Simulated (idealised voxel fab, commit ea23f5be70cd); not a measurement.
process module | voxel capacitor over wiring
Shown is cross-section cut, with a width of 295 nm and square cells of size 5 nm.
Notation: cross-section as square-cell grid; stated in bands, top first, going down; one or more cell rows per band.
What a band's entry tells you: where the top is and where the bottom is, as heights in nm, and after that what lies inside, material by material from left to right, each with its width in nm. Empty space is written as the word "air", and a single material marked with the word "full width" occupies the band from edge to edge.
A quick word on heights: they are counted from 0, and under that level the wafer as it came to us is one material throughout. The lowest band is different from the rest in having no bottom; it simply continues downward, written as in "top 0, no bottom".
Note: "30..40" means the width goes from the first number (top row of the band) to the second number (bottom row) in equal steps per row of cells.
"changes: none", as given for a step, is the statement that not any cell of the cross-section underwent a change during that step.
If an empty space has no open way to the top and is at least 8 cells in size, "Enclosed empty spaces" lists it, written width x height at distance, where distance is measured from the left edge and every value is in nm.
Note: text after step settings on the step line = simulator remark on that step.
overlay nm: for a step with a mask, the amount by which the mask lay right of where it was planned; a negative amount means left of it.
### plan
1: RECEIVE: material Si
2: CONFORMAL_DEP: material SiO2, thk nm 10
3: DIRECTIONAL_DEP: material TiN, thk nm 5
4: DIRECTIONAL_DEP: material W, thk nm 25
5: MASKED_ETCH: tone cover, mask id METAL_1, width nm 20, pitch nm 80, etch materials W, depth nm 25, overlay nm 0
6: MASKED_ETCH: tone cover, mask id METAL_1, width nm 20, pitch nm 80, etch materials TiN, depth nm 5, overlay nm 0
7: FILL_DEP: material SiO2, thk nm 5
8: CMP: height nm 40
9: CONFORMAL_DEP: material SiCN, thk nm 5
10: DIRECTIONAL_DEP: material SiO2, thk nm 15
11: DIRECTIONAL_DEP: material aC, thk nm 10
12: PATTERN: tone open, mask id PLUG_1, material resist, width nm 15, thk nm 25, overlay nm 0
13: DIRECTIONAL_ETCH: etch materials aC, depth nm 10
14: STRIP: etch materials resist
15: DIRECTIONAL_ETCH: etch materials SiO2, depth nm 15
16: DIRECTIONAL_ETCH: etch materials SiCN, depth nm 5
17: STRIP: etch materials aC
18: EPI: material Ru, thk nm 10
19: EPI: material Ru, thk nm 10
20: DIRECTIONAL_DEP: material TiN, thk nm 5
21: DIRECTIONAL_DEP: material Al2O3, thk nm 5
22: DIRECTIONAL_DEP: material TiN, thk nm 10
23: MASKED_ETCH: tone cover, mask id UPPER_PLATE, width nm 65, etch materials TiN, depth nm 10, overlay nm 0
24: MASKED_ETCH: tone cover, mask id UPPER_PLATE, width nm 65, etch materials Al2O3, depth nm 5, overlay nm 0
25: PATTERN: tone cover, mask id LOWER_PLATE, material resist, width nm 75, thk nm 15, overlay nm 0
26: DIRECTIONAL_ETCH: etch materials TiN, depth nm 5
27: STRIP: etch materials resist
28: FILL_DEP: material SiO2, thk nm 20
29: CMP: height nm 95
30: DIRECTIONAL_DEP: material aC, thk nm 15
31: PATTERN: tone open, mask id PLUG_2, material resist, width nm 15, thk nm 30, overlay nm 0
32: DIRECTIONAL_ETCH: etch materials aC, depth nm 15
33: STRIP: etch materials resist
34: DIRECTIONAL_ETCH: etch materials SiO2, depth nm 15
35: STRIP: etch materials aC
36: CONFORMAL_DEP: material TiN, thk nm 5
37: FILL_DEP: material Ru, thk nm 5
38: CMP: height nm 95
39: CONFORMAL_DEP: material SiCN, thk nm 5
Keep in mind the plan's value for the width nm of step 31 comes from the first wafer; the wafers don't share that setting, but they do share the same starting point.
### Cross-section of the first of several received wafers, showing its state after step 1
top 0, no bottom | Si full width
Enclosed empty spaces: none
### Each row below is a wafer at the end of the module, listing for every material the number of cells it has gained (+) or lost (-) since it was received, followed by its closed voids
width nm 15; +13 Al2O3; +14 Ru; +115 SiCN; +942 SiO2; +56 TiN; +40 W; Enclosed empty spaces: none
width nm 20; +13 Al2O3; +16 Ru; +115 SiCN; +939 SiO2; +57 TiN; +40 W; Enclosed empty spaces: none
width nm 25; +13 Al2O3; +18 Ru; +115 SiCN; +936 SiO2; +58 TiN; +40 W; Enclosed empty spaces: none
width nm 30; +13 Al2O3; +20 Ru; +115 SiCN; +933 SiO2; +59 TiN; +40 W; Enclosed empty spaces: none
